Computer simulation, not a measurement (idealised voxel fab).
The following process module bears the name voxel released beams.
The cross-section shown here is cut; it is 160 nm wide and divided into square cells measuring 5 nm on a side.
Throughout this document, each cross-section is represented as a grid of square cells and is presented as a sequence of bands enumerated from the top downward, where a band comprises one or more rows of cells. Top, bottom (nm), then materials left to right with widths (nm); lone material tagged "full width" fills the whole band edge to edge; "blank" = empty space. Heads up on the height convention: 0 is the point under which the incoming wafer is all one material, and the lowest band has no bottom, it just keeps going down, like "0..down". Per-row width for "30 to 40": begins at first number (top row of band), ends at second number (bottom row), increment between rows held constant. It should be understood that the words "left unchanged", when stated for a given step, signify that the cross-section underwent no change in any of its cells during that step. The list in "Enclosed void list" covers empty spaces of 8 cells or more that cannot reach the top through any open way, and it gives each as width x height at distance; the distance is from the left edge, and width, height and distance are in nm. Note: text after step settings on the step line = simulator remark on that step. The optional step-line setting "overlay nm" applies to steps with a mask and quantifies how far to the right of its planned location the mask lay, a negative value indicating leftward placement.

# The steps planned for the process are as follows
1,RECEIVE: material Si
2,CONFORMAL_DEP: material SiN, thk nm 5
3,DIRECTIONAL_DEP: material SiO2, thk nm 15
4,DIRECTIONAL_DEP: material aC, thk nm 15
5,PATTERN: tone open, mask id ANCHOR, material resist, width nm 35, thk nm 35, overlay nm 0
6,DIRECTIONAL_ETCH: etch materials aC, depth nm 15
7,STRIP: etch materials resist
8,DIRECTIONAL_ETCH: etch materials SiO2, depth nm 15
9,STRIP: etch materials aC
10,CONFORMAL_DEP: material W, thk nm 15
11,PATTERN: tone cover, mask id BEAM, material resist, width nm 110, thk nm 15, overlay nm 0
12,DIRECTIONAL_ETCH: etch materials W, depth nm 15
13,STRIP: etch materials resist
14,STRIP: etch materials SiO2

# First of two wafers: run as planned

# Incoming wafer in cross-section (state: after step 1)
* 0..down | Si full width
* Enclosed void list: none

# Cross-section of the wafer after step 2
* 5..0 | SiN full width
* Unchanged below 0.

# Cross-section of the wafer after step 3
* 20..5 | SiO2 full width
* Unchanged below 5.

# Cross-section of the wafer after step 4
* 35..20 | aC full width
* Unchanged below 20.

# Cross-section of the wafer after step 5
* 70..35 | resist (25), blank (35), resist (100)
* Unchanged below 35.

# Cross-section of the wafer after step 6
* 55..35 | resist (25), blank (35), resist (100)
* 35..20 | aC (25), blank (35), aC (100)
* Unchanged below 20.

# Cross-section of the wafer after step 7
* 35..20 | aC (25), blank (35), aC (100)
* Unchanged below 20.

# Cross-section of the wafer after step 8
* 35..20 | aC (25), blank (35), aC (100)
* 20..5 | SiO2 (25), blank (35), SiO2 (100)
* Unchanged below 5.

# Cross-section of the wafer after step 9
* 20..5 | SiO2 (25), blank (35), SiO2 (100)
* Unchanged below 5.

# Cross-section of the wafer after step 10
* 35..20 | W (40), blank (5), W (115)
* 20..5 | SiO2 (25), W (35), SiO2 (100)
* Unchanged below 5.

# Cross-section of the wafer after step 11
* 50..35 | blank (20), resist (110), blank (30)
* 35..20 | W (40), resist (5), W (115)
* Unchanged below 20.

# Cross-section of the wafer after step 12
* 50..35 | blank (20), resist (110), blank (30)
* 35..20 | blank (20), W (20), resist (5), W (85), blank (30)
* Unchanged below 20.

# Cross-section of the wafer after step 13
* 35..20 | blank (20), W (20), blank (5), W (85), blank (30)
* Unchanged below 20.

# Cross-section of the wafer after step 14
* 35..20 | blank (20), W (20), blank (5), W (85), blank (30)
* 20..5 | blank (25), W (35), blank (100)
* Unchanged below 5.

# Wafer two of the pair: same origin, same plan, one error during the run; identical to wafer one up to and including step 4

# Second wafer, cross-section, planned end of step 5
* 70..35 | resist (35), blank (35), resist (90)
* Unchanged below 35.

# Second wafer, cross-section, planned end of step 6
* 55..35 | resist (35), blank (35), resist (90)
* 35..20 | aC (35), blank (35), aC (90)
* Unchanged below 20.

# Second wafer, cross-section, planned end of step 7
* 35..20 | aC (35), blank (35), aC (90)
* Unchanged below 20.

# Second wafer, cross-section, planned end of step 8
* 35..20 | aC (35), blank (35), aC (90)
* 20..5 | SiO2 (35), blank (35), SiO2 (90)
* Unchanged below 5.

# Second wafer, cross-section, planned end of step 9
* 20..5 | SiO2 (35), blank (35), SiO2 (90)
* Unchanged below 5.

# Second wafer, cross-section, planned end of step 10
* 35..20 | W (50), blank (5), W (105)
* 20..5 | SiO2 (35), W (35), SiO2 (90)
* Unchanged below 5.

# Second wafer, cross-section, planned end of step 11
* 50..35 | blank (20), resist (110), blank (30)
* 35..20 | W (50), resist (5), W (105)
* Unchanged below 20.

# Second wafer, cross-section, planned end of step 12
* 50..35 | blank (20), resist (110), blank (30)
* 35..20 | blank (20), W (30), resist (5), W (75), blank (30)
* Unchanged below 20.

# Second wafer, cross-section, planned end of step 13
* 35..20 | blank (20), W (30), blank (5), W (75), blank (30)
* Unchanged below 20.

# Second wafer, cross-section, planned end of step 14
* 35..20 | blank (20), W (30), blank (5), W (75), blank (30)
* 20..5 | blank (35), W (35), blank (90)
* Unchanged below 5.
Deviation from plan: planned and actual differ for step 5; actual: PATTERN: tone open, mask id ANCHOR, material resist, width nm 35, thk nm 35, overlay nm 10
Tallied in cells, the final second wafer holds each material in the same quantity as the first, although not at the same places.
